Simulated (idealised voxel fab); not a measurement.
Presented below is a process module, voxel transistor to metal.
We display cut, a cross-section 165 nm in width whose square cells are each 5 nm.
A cross-section is written here as square cells arranged in a grid, and it is given in bands from the top down, each band taking up one or more rows of cells. It is stipulated that each band's entry specify, in nanometres, the height of the top of the band and then that of its bottom, followed by the materials of the band in left-to-right sequence, each together with its width in nanometres. A single material marked by the word "edge to edge" is understood to fill the band from edge to edge; the word "air" is understood to denote empty space. Heads up on the height convention: 0 is the point under which the incoming wafer is all one material, and the lowest band has no bottom, it just keeps going down, like "0..down". Top row gets the first number, bottom row gets the second, and each row in between changes by the same step: that is how a band width like "30 to 40" works. "everything unchanged" (step): cross-section cells unchanged, all of them. "Tabulated closed voids" means: voids of 8 cells or more that are shut off from the top with no open way through. Written width x height at distance, distance from the left edge, in nm. Step line, after settings: the simulator's comment on this step. When a step includes a mask, the "overlay nm" setting on its line states how far to the right of its planned place that mask lay, and negative values state how far to the left.
**Listed below are the process steps as planned**
1,RECEIVE, material Si
2,OXIDIZE, depth nm 5
3,CONFORMAL_DEP, material SiN, thk nm 10
4,MASKED_ETCH, tone cover, mask id ACTIVE, width nm 110, etch materials SiN, depth nm 10, overlay nm 0
5,MASKED_ETCH, tone cover, mask id ACTIVE, width nm 110, etch materials SiO2, depth nm 5, overlay nm 0
6,MASKED_ETCH, tone cover, mask id ACTIVE, width nm 110, etch materials Si, depth nm 25, overlay nm 0
7,OXIDIZE, depth nm 5
8,FILL_DEP, material SiO2, thk nm 15
9,CMP, height nm 10
10,SELECTIVE_ETCH, etch materials SiO2, depth nm 5
11,STRIP, etch materials SiN
12,SELECTIVE_ETCH, etch materials SiO2, depth nm 5
13,OXIDIZE, depth nm 5
14,DIRECTIONAL_DEP, material polySi, thk nm 30
15,DIRECTIONAL_DEP, material SiCN, thk nm 15
16,PATTERN, tone cover, mask id GATE, material resist, width nm 30, thk nm 15, overlay nm 0
17,DIRECTIONAL_ETCH, etch materials SiCN, depth nm 25
18,DIRECTIONAL_ETCH, etch materials polySi, depth nm 40
19,STRIP, etch materials resist
20,CONFORMAL_DEP, material SiO2, thk nm 5
21,DIRECTIONAL_ETCH, etch materials SiO2, depth nm 5
22,CONFORMAL_DEP, material SiN, thk nm 10
23,DIRECTIONAL_ETCH, etch materials SiN, depth nm 10
24,DIRECTIONAL_ETCH, etch materials SiO2, depth nm 5
25,DIRECTIONAL_ETCH, etch materials Si, depth nm 5
26,EPI, material pSi, thk nm 10
27,FILL_DEP, material SiO2, thk nm 10
28,CMP, height nm 25
29,STRIP, etch materials polySi
30,SELECTIVE_ETCH, etch materials SiO2, depth nm 5
31,CONFORMAL_DEP, material HfO2, thk nm 5
32,CONFORMAL_DEP, material TiN, thk nm 5
33,FILL_DEP, material W, thk nm 5
34,CMP, height nm 20
35,DIRECTIONAL_DEP, material SiO2, thk nm 10
36,PATTERN, tone open, mask id CONTACT, material resist, width nm 15, pitch nm 75, thk nm 20, overlay nm 0
37,DIRECTIONAL_ETCH, etch materials SiO2, depth nm 30
38,STRIP, etch materials resist
39,CONFORMAL_DEP, material TiN, thk nm 5
40,FILL_DEP, material Ru, thk nm 10
41,CMP, height nm 30
42,DIRECTIONAL_DEP, material TiN, thk nm 5
43,DIRECTIONAL_DEP, material W, thk nm 15
44,PATTERN, tone cover, mask id METAL_1, material resist, width nm 15, pitch nm 75, thk nm 20, overlay nm 0
45,DIRECTIONAL_ETCH, etch materials W, depth nm 15
46,DIRECTIONAL_ETCH, etch materials TiN, depth nm 5
47,STRIP, etch materials resist
48,FILL_DEP, material lowk, thk nm 5
49,CMP, height nm 50
50,CONFORMAL_DEP, material SiCN, thk nm 5
**Wafer cross-section on receipt, i.e. after step 1**
  0..down | Si edge to edge
  Tabulated closed voids: none
**Cross-section at module end, one run error; start and plan unchanged from above**
  55..50 | SiCN edge to edge
  50..35 | lowk=35 | W=15 | lowk=60 | W=15 | lowk=40
  35..30 | lowk=35 | TiN=15 | lowk=60 | TiN=15 | lowk=40
  30..20 | SiO2=35 | TiN=5 | Ru=5 | TiN=5 | SiO2=60 | TiN=5 | Ru=5 | TiN=5 | SiO2=40
  20..5 | SiO2=35 | TiN=5 | Ru=5 | TiN=5 | SiN=10 | HfO2=5 | TiN=5 | W=20 | TiN=5 | HfO2=5 | SiN=10 | TiN=5 | Ru=5 | TiN=5 | SiO2=40
  5..0 | SiO2=35 | TiN=15 | SiN=10 | HfO2=5 | TiN=5 | W=20 | TiN=5 | HfO2=5 | SiN=10 | TiN=15 | SiO2=40
  0..-5 | SiO2=20 | SiN=10 | SiO2=10 | pSi=10 | SiN=10 | HfO2=5 | TiN=30 | HfO2=5 | SiN=10 | pSi=10 | SiO2=10 | SiN=10 | SiO2=25
  -5..-10 | SiO2=20 | SiN=5 | SiO2=5 | pSi=20 | SiO2=10 | HfO2=40 | SiO2=10 | pSi=20 | SiO2=5 | SiN=5 | SiO2=25
  -10..-15 | SiO2=35 | pSi=15 | Si=60 | pSi=15 | SiO2=40
  -15..-35 | SiO2=30 | Si=100 | SiO2=35
  -35..down | Si edge to edge
  Tabulated closed voids: none
Against the plan, the run slipped here: it was found that steps 10 and 11 of the process plan had been performed in exchanged positions
